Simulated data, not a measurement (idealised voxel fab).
The name of this process module is voxel self aligned vias.
Square cell edge 5 nm, section width 215 nm, ID cut.
If you're reading a cross-section in this doc, picture square cells in a grid; it comes to you as bands, top ones listed first down to the bottom, and a band can be one or more rows of cells. Band: top height; bottom height; in nm. Then, left to right: material with width in nm, for each material. "all across": a single material spanning edge to edge. "empty": empty space. Heights are measured from 0, the level below which the as-received wafer is all one material; the lowest band has no bottom and continues downward, written as in "0 down". With a width like "30 to 40", each row of cells in the band differs from the next by the same amount, the top row carrying the first number and the bottom row the second. Given "no change" for a step, no cell of the cross-section differs between before and after that step. In the "Enclosed cavity list" entry, you get each enclosed empty space of 8 cells or more, one with no open way to the top, written width x height at distance, distance from the left edge, in nm. after a step's settings: what the simulator itself notes on the step. The setting "overlay nm" may be written on the line of a step. When the step uses a mask, the value reports how far to the right of the planned place the mask lay, and a negative value reports that it lay to the left.

# Here's what the planned process steps look like
1,RECEIVE: material Si
2,CONFORMAL_DEP: material SiO2, thk nm 15
3,CONFORMAL_DEP: material SiCN, thk nm 5
4,DIRECTIONAL_DEP: material lowk, thk nm 30
5,PATTERN: tone open, mask id LINES, material resist, width nm 30, pitch nm 70, thk nm 15, overlay nm 0
6,DIRECTIONAL_ETCH: etch materials lowk, depth nm 30
7,STRIP: etch materials resist
8,CONFORMAL_DEP: material TiN, thk nm 5
9,FILL_DEP: material W, thk nm 10
10,CMP: height nm 50
11,SELECTIVE_ETCH: etch materials W Ru TiN, depth nm 5
12,FILL_DEP: material SiN, thk nm 5
13,CMP: height nm 50
14,DIRECTIONAL_DEP: material lowk, thk nm 15
15,MASKED_ETCH: tone open, mask id VIAS, width nm 50, pitch nm 70, etch materials lowk, depth nm 15, overlay nm 0
16,MASKED_ETCH: tone open, mask id VIAS, width nm 50, pitch nm 70, etch materials SiN, depth nm 5, overlay nm 0
17,CONFORMAL_DEP: material TiN, thk nm 5
18,FILL_DEP: material W, thk nm 5
19,CMP: height nm 65
20,CONFORMAL_DEP: material SiCN, thk nm 5

# Here's what the wafer looked like in cross-section when it arrived - that's after step 1
* 0 down = Si all across
* Enclosed cavity list: none

# First of two wafers, end-of-module section, run followed plan
* 70 to 65 = SiCN all across
* 65 to 55 = lowk 45 nm  TiN 5 nm  W 40 nm  TiN 5 nm  lowk 20 nm  TiN 5 nm  W 40 nm  TiN 5 nm  lowk 50 nm
* 55 to 50 = lowk 45 nm  TiN 15 nm  W 20 nm  TiN 15 nm  lowk 20 nm  TiN 15 nm  W 20 nm  TiN 15 nm  lowk 50 nm
* 50 to 45 = lowk 55 nm  TiN 30 nm  lowk 40 nm  TiN 30 nm  lowk 60 nm
* 45 to 25 = lowk 55 nm  TiN 5 nm  W 20 nm  TiN 5 nm  lowk 40 nm  TiN 5 nm  W 20 nm  TiN 5 nm  lowk 60 nm
* 25 to 20 = lowk 55 nm  TiN 30 nm  lowk 40 nm  TiN 30 nm  lowk 60 nm
* 20 to 15 = SiCN all across
* 15 to 0 = SiO2 all across
* 0 down = Si all across
* Enclosed cavity list: none

# End of module, second wafer, cross-section. Started like the first, planned like the first, run with one mistake
* 70 to 65 = SiCN all across
* 65 to 55 = lowk 45 nm  TiN 5 nm  W 40 nm  TiN 5 nm  lowk 20 nm  TiN 5 nm  W 40 nm  TiN 5 nm  lowk 50 nm
* 55 to 50 = lowk 45 nm  TiN 15 nm  W 20 nm  TiN 15 nm  lowk 20 nm  TiN 15 nm  W 20 nm  TiN 15 nm  lowk 50 nm
* 50 to 45 = lowk 55 nm  TiN 30 nm  lowk 40 nm  TiN 30 nm  lowk 60 nm
* 45 to 40 = lowk 55 nm  TiN 5 nm  W 20 nm  TiN 5 nm  lowk 40 nm  TiN 5 nm  W 20 nm  TiN 5 nm  lowk 60 nm
* 40 to 35 = lowk 55 nm  TiN 30 nm  lowk 40 nm  TiN 30 nm  lowk 60 nm
* 35 to 30 = SiCN all across
* 30 to 0 = SiO2 all across
* 0 down = Si all across
* Enclosed cavity list: none
The plan and the run diverged here: twice over, step 2 of the plan was run
End of process, cell counts, second wafer against first, materials with more or fewer: 129 more of SiO2 | 12 fewer of TiN | 24 fewer of W | 93 fewer of lowk
